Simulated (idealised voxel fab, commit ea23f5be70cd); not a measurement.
Herein follows the process module entitled voxel self aligned vias.
275 nm wide, 5 nm square cells: that's cross-section cut.
Bands, listed from the top down, are how a cross-section gets written in this document; the cross-section itself is a grid of square cells, and a band is one or more rows of them.
It is stipulated that each band's entry specify, in nanometres, the height of the top of the band and then that of its bottom, followed by the materials of the band in left-to-right sequence, each together with its width in nanometres. A single material marked by the word "full width" is understood to fill the band from edge to edge; the word "empty" is understood to denote empty space.
The reference from which all heights are counted is 0, the level beneath which the as-received wafer is entirely one material; the lowest band, having no lower bound, proceeds downward and is written after the example "0 and below".
Width: "30->40" (first number = top row, second number = bottom row, same change from row to row of cells).
"nothing changed" for a step: no cell of the cross-section changed in that step.
Reported under the label "Closed internal voids" are the empty spaces having no open way to the top and comprising 8 cells or more; the notation for each is width x height at distance, in which the distance is measured from the left edge and all three values are in nm.
Step line, after settings: the simulator's comment on this step.
What "overlay nm" on a step's line means: if the step has a mask, that mask lay this far to the right of its planned place, or, when the value is negative, to the left.

Steps planned for the process
1: RECEIVE | material Si
2: CONFORMAL_DEP | material SiO2 | thk nm 15
3: CONFORMAL_DEP | material SiCN | thk nm 5
4: DIRECTIONAL_DEP | material SiO2 | thk nm 25
5: PATTERN | tone open | mask id LINES | material resist | width nm 25 | pitch nm 75 | thk nm 15 | overlay nm 0
6: DIRECTIONAL_ETCH | etch materials SiO2 | depth nm 25
7: STRIP | etch materials resist
8: CONFORMAL_DEP | material TiN | thk nm 5
9: FILL_DEP | material Ru | thk nm 10
10: CMP | height nm 45
11: SELECTIVE_ETCH | etch materials W Ru TiN | depth nm 10
12: FILL_DEP | material SiN | thk nm 5
13: CMP | height nm 45
14: DIRECTIONAL_DEP | material SiO2 | thk nm 15
15: PATTERN | tone open | mask id VIAS | material resist | width nm 45 | pitch nm 150 | thk nm 20 | overlay nm 0
16: DIRECTIONAL_ETCH | etch materials SiO2 | depth nm 15
17: DIRECTIONAL_ETCH | etch materials SiN | depth nm 10
18: STRIP | etch materials resist
19: CONFORMAL_DEP | material TiN | thk nm 5
20: FILL_DEP | material W | thk nm 5
21: CMP | height nm 60
22: CONFORMAL_DEP | material SiN | thk nm 5

Wafer cross-section on receipt, i.e. after step 1
* 0 and below = Si full width
* Closed internal voids: none

Wafer cross-section at module end: first of two, run to plan
* 65 down to 60 = SiN full width
* 60 down to 50 = SiO2: 40, TiN: 5, W: 35, TiN: 5, SiO2: 105, TiN: 5, W: 35, TiN: 5, SiO2: 40
* 50 down to 45 = SiO2: 40, TiN: 15, W: 15, TiN: 15, SiO2: 105, TiN: 15, W: 15, TiN: 15, SiO2: 40
* 45 down to 40 = SiO2: 50, TiN: 5, W: 15, TiN: 5, SiO2: 50, SiN: 25, SiO2: 50, TiN: 5, W: 15, TiN: 5, SiO2: 50
* 40 down to 35 = SiO2: 50, TiN: 25, SiO2: 50, SiN: 25, SiO2: 50, TiN: 25, SiO2: 50
* 35 down to 25 = SiO2: 50, TiN: 5, Ru: 15, TiN: 5, SiO2: 50, TiN: 5, Ru: 15, TiN: 5, SiO2: 50, TiN: 5, Ru: 15, TiN: 5, SiO2: 50
* 25 down to 20 = SiO2: 50, TiN: 25, SiO2: 50, TiN: 25, SiO2: 50, TiN: 25, SiO2: 50
* 20 down to 15 = SiCN full width
* 15 down to 0 = SiO2 full width
* 0 and below = Si full width
* Closed internal voids: none

second wafer at the end: like start, like plan, one mistake
* 65 down to 60 = SiN full width
* 60 down to 50 = SiO2: 40, TiN: 5, W: 40, TiN: 5, SiO2: 100, TiN: 5, W: 40, TiN: 5, SiO2: 35
* 50 down to 45 = SiO2: 40, TiN: 15, W: 15, TiN: 20, SiO2: 100, TiN: 15, W: 15, TiN: 20, SiO2: 35
* 45 down to 40 = SiO2: 50, TiN: 5, W: 15, TiN: 5, SiO2: 50, SiN: 25, SiO2: 50, TiN: 5, W: 15, TiN: 5, SiO2: 50
* 40 down to 35 = SiO2: 50, TiN: 25, SiO2: 50, SiN: 25, SiO2: 50, TiN: 25, SiO2: 50
* 35 down to 25 = SiO2: 50, TiN: 5, Ru: 15, TiN: 5, SiO2: 50, TiN: 5, Ru: 15, TiN: 5, SiO2: 50, TiN: 5, Ru: 15, TiN: 5, SiO2: 50
* 25 down to 20 = SiO2: 50, TiN: 25, SiO2: 50, TiN: 25, SiO2: 50, TiN: 25, SiO2: 50
* 20 down to 15 = SiCN full width
* 15 down to 0 = SiO2 full width
* 0 and below = Si full width
* Closed internal voids: none
Diagnosis: step 15 ran differently from the plan; actual operation with settings: PATTERN | tone open | mask id VIAS | material resist | width nm 50 | pitch nm 150 | thk nm 20 | overlay nm 0
At the finish, the second wafer shows more or fewer cells for some materials than the first does: 6 fewer of SiO2; 2 more of TiN; 4 more of W
